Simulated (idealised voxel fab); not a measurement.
Documented hereafter: the process module known as voxel trench capacitor.
Cross-section cut: width 160 nm, square cells of 5 nm.
Format of a cross-section: grid, square cells. Given as bands. Order: top down. Band: one or more rows of cells. Heights first: top, then bottom, in nm. Then materials, left to right, each with a width in nm. "full width" on a single material: fills the band edge to edge. "empty": empty space. Height 0 is the level under which the wafer as received is all one material. The lowest band goes on downwards, as in "0..down". When a width is written as two numbers, as in "30..40", the first number is the width in the top row of cells of the band and the second is the width in its bottom row, and the width changes by the same amount from each row to the next. Reading "nothing altered" for a step: not a cell of the cross-section changed in it. Basically, "closed voids" tells you about the enclosed voids: empty spaces with no open way to the top, 8 cells or bigger, each written width x height at distance, where distance is from the left edge, all in nm. That trailing text on a step's line, after the settings, is the simulator's own remark on the step. overlay nm: where the mask lay relative to plan, measured to the right, on steps with a mask; negatives go left.
Planned process steps
- 1: op RECEIVE | material Si
- 2: op CONFORMAL_DEP | material SiN | thk nm 5
- 3: op DIRECTIONAL_DEP | material aC | thk nm 15
- 4: op PATTERN | tone open | mask id TRENCH | material resist | width nm 20 | pitch nm 40 | thk nm 35 | overlay nm 0
- 5: op DIRECTIONAL_ETCH | etch materials aC | depth nm 15
- 6: op STRIP | etch materials resist
- 7: op DIRECTIONAL_ETCH | etch materials SiN | depth nm 5
- 8: op DIRECTIONAL_ETCH | etch materials Si | depth nm 30
- 9: op STRIP | etch materials aC
- 10: op CONFORMAL_DEP | material SiO2 | thk nm 5
- 11: op FILL_DEP | material polySi | thk nm 10
- 12: op CMP | height nm 5
Wafer as received: cross-section following step 1
  0..down: Si full width
  closed voids: none
Looking at the first of two wafers in cross-section at end of module - ran to plan
  5..0: SiN 30 | SiO2 5 | polySi 10 | SiO2 5 | SiN 20 | SiO2 5 | polySi 10 | SiO2 5 | SiN 20 | SiO2 5 | polySi 10 | SiO2 5 | SiN 30
  0..-25: Si 30 | SiO2 5 | polySi 10 | SiO2 5 | Si 20 | SiO2 5 | polySi 10 | SiO2 5 | Si 20 | SiO2 5 | polySi 10 | SiO2 5 | Si 30
  -25..-30: Si 30 | SiO2 20 | Si 20 | SiO2 20 | Si 20 | SiO2 20 | Si 30
  -30..down: Si full width
  closed voids: none
The second wafer, shown in cross-section after the module: started the same way as the first and given the same plan, yet one mistake crept into how it was run
  5..0: polySi 25 | SiO2 5 | SiN 20 | SiO2 5 | polySi 10 | SiO2 5 | SiN 20 | SiO2 5 | polySi 10 | SiO2 5 | SiN 20 | SiO2 5 | polySi 25
  0..-25: polySi 25 | SiO2 5 | Si 20 | SiO2 5 | polySi 10 | SiO2 5 | Si 20 | SiO2 5 | polySi 10 | SiO2 5 | Si 20 | SiO2 5 | polySi 25
  -25..-30: SiO2 30 | Si 20 | SiO2 20 | Si 20 | SiO2 20 | Si 20 | SiO2 30
  -30..down: Si full width
  closed voids: none
Against the plan, the run slipped here: step 4 did not use the planned setting and instead ran as op PATTERN | tone cover | mask id TRENCH | material resist | width nm 20 | pitch nm 40 | thk nm 35 | overlay nm 0
Final comparison by cell count, materials where the second wafer has more or fewer than the first: Si: 48 fewer | SiN: 8 fewer | SiO2: 8 more | polySi: 48 more
